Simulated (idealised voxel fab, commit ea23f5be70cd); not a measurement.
This section sets out a process module, namely voxel released beams.
Section cut is 235 nm wide and gridded with 5 nm square cells.
Format of a cross-section: grid, square cells. Given as bands. Order: top down. Band: one or more rows of cells.
In this notation a band is specified by the heights of its top and bottom, in that order and in nm, after which its materials appear from left to right, each paired with its width in nm. The word "full width" attached to a single material means that material fills the band from edge to edge; the word "empty" stands for empty space.
Height reference: 0 = level under which incoming wafer is all one material. Lowest band: no bottom, runs on downward, e.g. "top 0, no bottom".
Read "30->40" as a graded width: first number on top, second number at the bottom, same change between each pair of neighbouring rows.
"left unchanged" means the step left every cell of the cross-section as it was.
"Fully sealed voids" means: voids of 8 cells or more that are shut off from the top with no open way through. Written width x height at distance, distance from the left edge, in nm.
Step line, after settings: the simulator's comment on this step.
A step's line can hold "overlay nm"; with a mask on that step, the setting says how far right of the planned place the mask lay, while a negative setting says it lay to the left.

# Steps planned for the process
| 1 | RECEIVE, material Si |
| 2 | CONFORMAL_DEP, material Al2O3, thk nm 5 |
| 3 | DIRECTIONAL_DEP, material SiO2, thk nm 10 |
| 4 | DIRECTIONAL_DEP, material aC, thk nm 10 |
| 5 | PATTERN, tone open, mask id ANCHOR, material resist, width nm 35, thk nm 30, overlay nm 0 |
| 6 | DIRECTIONAL_ETCH, etch materials aC, depth nm 10 |
| 7 | STRIP, etch materials resist |
| 8 | DIRECTIONAL_ETCH, etch materials SiO2, depth nm 10 |
| 9 | STRIP, etch materials aC |
| 10 | CONFORMAL_DEP, material SiN, thk nm 15 |
| 11 | PATTERN, tone cover, mask id BEAM, material resist, width nm 120, thk nm 15, overlay nm 0 |
| 12 | DIRECTIONAL_ETCH, etch materials SiN, depth nm 15 |
| 13 | STRIP, etch materials resist |
| 14 | STRIP, etch materials SiO2 |

# First wafer out of two, processed as planned

# Wafer as received: cross-section following step 1
- top 0, no bottom | Si full width
- Fully sealed voids: none

# State of the wafer after step 2, shown in cross-section
- top 5, bottom 0 | Al2O3 full width
- All layers under 0 are left as they were.

# State of the wafer after step 3, shown in cross-section
- top 15, bottom 5 | SiO2 full width
- All layers under 5 are left as they were.

# State of the wafer after step 4, shown in cross-section
- top 25, bottom 15 | aC full width
- All layers under 15 are left as they were.

# State of the wafer after step 5, shown in cross-section
- top 55, bottom 25 | resist=60 / empty=35 / resist=140
- All layers under 25 are left as they were.

# State of the wafer after step 6, shown in cross-section
- top 45, bottom 25 | resist=60 / empty=35 / resist=140
- top 25, bottom 15 | aC=60 / empty=35 / aC=140
- All layers under 15 are left as they were.

# State of the wafer after step 7, shown in cross-section
- top 25, bottom 15 | aC=60 / empty=35 / aC=140
- All layers under 15 are left as they were.

# State of the wafer after step 8, shown in cross-section
- top 25, bottom 15 | aC=60 / empty=35 / aC=140
- top 15, bottom 5 | SiO2=60 / empty=35 / SiO2=140
- All layers under 5 are left as they were.

# State of the wafer after step 9, shown in cross-section
- top 15, bottom 5 | SiO2=60 / empty=35 / SiO2=140
- All layers under 5 are left as they were.

# State of the wafer after step 10, shown in cross-section
- top 30, bottom 20 | SiN=75 / empty=5 / SiN=155
- top 20, bottom 15 | SiN full width
- top 15, bottom 5 | SiO2=60 / SiN=35 / SiO2=140
- All layers under 5 are left as they were.

# State of the wafer after step 11, shown in cross-section
- top 45, bottom 30 | empty=55 / resist=120 / empty=60
- top 30, bottom 20 | SiN=75 / resist=5 / SiN=155
- All layers under 20 are left as they were.

# State of the wafer after step 12, shown in cross-section
- top 45, bottom 30 | empty=55 / resist=120 / empty=60
- top 30, bottom 20 | empty=55 / SiN=20 / resist=5 / SiN=95 / empty=60
- top 20, bottom 15 | empty=55 / SiN=120 / empty=60
- All layers under 15 are left as they were.

# State of the wafer after step 13, shown in cross-section
- top 30, bottom 20 | empty=55 / SiN=20 / empty=5 / SiN=95 / empty=60
- All layers under 20 are left as they were.

# State of the wafer after step 14, shown in cross-section
- top 30, bottom 20 | empty=55 / SiN=20 / empty=5 / SiN=95 / empty=60
- top 20, bottom 15 | empty=55 / SiN=120 / empty=60
- top 15, bottom 5 | empty=60 / SiN=35 / empty=140
- All layers under 5 are left as they were.

# Second wafer. Start and plan as for the first. One mistake made in running. Agrees with the first up to and including step 4

# Second wafer, cut view, end of step 5 per plan
- top 55, bottom 25 | empty=60 / resist=35 / empty=140
- All layers under 25 are left as they were.

# Second wafer, cut view, end of step 6 per plan
- top 45, bottom 25 | empty=60 / resist=35 / empty=140
- top 25, bottom 15 | empty=60 / aC=35 / empty=140
- All layers under 15 are left as they were.

# Second wafer, cut view, end of step 7 per plan
- top 25, bottom 15 | empty=60 / aC=35 / empty=140
- All layers under 15 are left as they were.

# Second wafer, cut view, end of step 8 per plan
- top 25, bottom 15 | empty=60 / aC=35 / empty=140
- top 15, bottom 5 | empty=60 / SiO2=35 / empty=140
- All layers under 5 are left as they were.

# Second wafer, cut view, end of step 9 per plan
- top 15, bottom 5 | empty=60 / SiO2=35 / empty=140
- All layers under 5 are left as they were.

# Second wafer, cut view, end of step 10 per plan
- top 30, bottom 20 | empty=45 / SiN=65 / empty=125
- top 20, bottom 15 | SiN full width
- top 15, bottom 5 | SiN=60 / SiO2=35 / SiN=140
- All layers under 5 are left as they were.

# Second wafer, cut view, end of step 11 per plan
- top 45, bottom 30 | empty=55 / resist=120 / empty=60
- top 30, bottom 20 | empty=45 / SiN=65 / resist=65 / empty=60
- All layers under 20 are left as they were.

# Second wafer, cut view, end of step 12 per plan
- top 45, bottom 30 | empty=55 / resist=120 / empty=60
- top 30, bottom 20 | empty=55 / SiN=55 / resist=65 / empty=60
- top 20, bottom 15 | empty=55 / SiN=120 / empty=60
- top 15, bottom 5 | empty=45 / SiN=15 / SiO2=35 / SiN=80 / empty=60
- All layers under 5 are left as they were.

# Second wafer, cut view, end of step 13 per plan
- top 30, bottom 20 | empty=55 / SiN=55 / empty=125
- All layers under 20 are left as they were.

Second wafer, cut view, end of step 14 per plan: left unchanged
Misprocessing identified: step 5 changed vs plan, executed as PATTERN, tone cover, mask id ANCHOR, material resist, width nm 35, thk nm 30, overlay nm 0
Final difference in cells, second wafer against first, listed per material as more or fewer: SiO2 +14
